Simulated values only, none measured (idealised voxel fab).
Process module under the name voxel ribs on slabs
The width of the displayed cross-section, cut, is 260 nm; its cells are square, with a size of 5 nm.
Cross-section spec: square-cell grid; bands listed top down; each band is one or more rows. Heights first: top, then bottom, in nm. Then materials, left to right, each with a width in nm. "full width" on a single material: fills the band edge to edge. "empty": empty space. Height reference: 0 = level under which incoming wafer is all one material. Lowest band: no bottom, runs on downward, e.g. "from 0 down". Think of "30->40" as a width that walks from the first number to the second as you go down the band, top row to bottom row, taking equal-sized steps from row to row. You'll sometimes find "no alterations made" written for a step, and that's the way of saying that nowhere in the cross-section did a cell change during that step. This entry, "Closed void catalog", enumerates those empty regions of no fewer than 8 cells that possess no open connection to the top. Each region is reported in the form width x height at distance, the distance being taken from the left edge, with all three quantities expressed in nm. If you see something after the settings on a step's line, that's the simulator's own remark about that step. You can add "overlay nm" to a step's line. For a step with a mask, it describes how far the mask lay to the right of its planned position, and a negative number describes a lay to the left.
So here's the lineup of process steps we planned
| 1 | RECEIVE (material Si) |
| 2 | DIRECTIONAL_DEP (material SiO2; thk nm 20) |
| 3 | DIRECTIONAL_DEP (material polySi; thk nm 25) |
| 4 | MASKED_ETCH (tone cover; mask id RIB; width nm 20; etch materials polySi; depth nm 20; overlay nm 0) |
| 5 | DIRECTIONAL_DEP (material aC; thk nm 15) |
| 6 | PATTERN (tone cover; mask id SLAB; material resist; width nm 60; thk nm 35; overlay nm 0) |
| 7 | DIRECTIONAL_ETCH (etch materials aC; depth nm 15) |
| 8 | STRIP (etch materials resist) |
| 9 | DIRECTIONAL_ETCH (etch materials polySi; depth nm 5) |
| 10 | STRIP (etch materials aC) |
| 11 | FILL_DEP (material SiO2; thk nm 15) |
| 12 | CMP (height nm 55) |
| 13 | DIRECTIONAL_DEP (material TiN; thk nm 5) |
| 14 | DIRECTIONAL_DEP (material aC; thk nm 10) |
| 15 | PATTERN (tone cover; mask id HEATER; material resist; width nm 30; thk nm 30; overlay nm 0) |
| 16 | DIRECTIONAL_ETCH (etch materials aC; depth nm 10) |
| 17 | STRIP (etch materials resist) |
| 18 | DIRECTIONAL_ETCH (etch materials TiN; depth nm 5) |
| 19 | STRIP (etch materials aC) |
| 20 | CONFORMAL_DEP (material SiN; thk nm 10) |
Cross-section: wafer on arrival = after step 1
> from 0 down: Si full width
> Closed void catalog: none
As-planned run: cross-section of the first of two wafers at end of module
> from 70 to 65: 105 of empty  50 of SiN  105 of empty
> from 65 to 60: SiN full width
> from 60 to 55: 115 of SiN  30 of TiN  115 of SiN
> from 55 to 45: SiO2 full width
> from 45 to 25: 120 of SiO2  20 of polySi  120 of SiO2
> from 25 to 20: 100 of SiO2  60 of polySi  100 of SiO2
> from 20 to 0: SiO2 full width
> from 0 down: Si full width
> Closed void catalog: none
Second of two wafers, module complete, sectioned: it shares the first wafer's start and plan but was run with one mistake
> from 80 to 75: 105 of empty  50 of SiN  105 of empty
> from 75 to 70: SiN full width
> from 70 to 65: 115 of SiN  30 of TiN  115 of SiN
> from 65 to 55: TiN full width
> from 55 to 45: SiO2 full width
> from 45 to 25: 120 of SiO2  20 of polySi  120 of SiO2
> from 25 to 20: 100 of SiO2  60 of polySi  100 of SiO2
> from 20 to 0: SiO2 full width
> from 0 down: Si full width
> Closed void catalog: none
Misprocessing identified: step 13 deviated from plan and actually ran as DIRECTIONAL_DEP (material TiN; thk nm 15)
Upon completion, the second wafer contains, in terms of cells, a greater or smaller amount of certain materials than the first wafer: 104 more of TiN
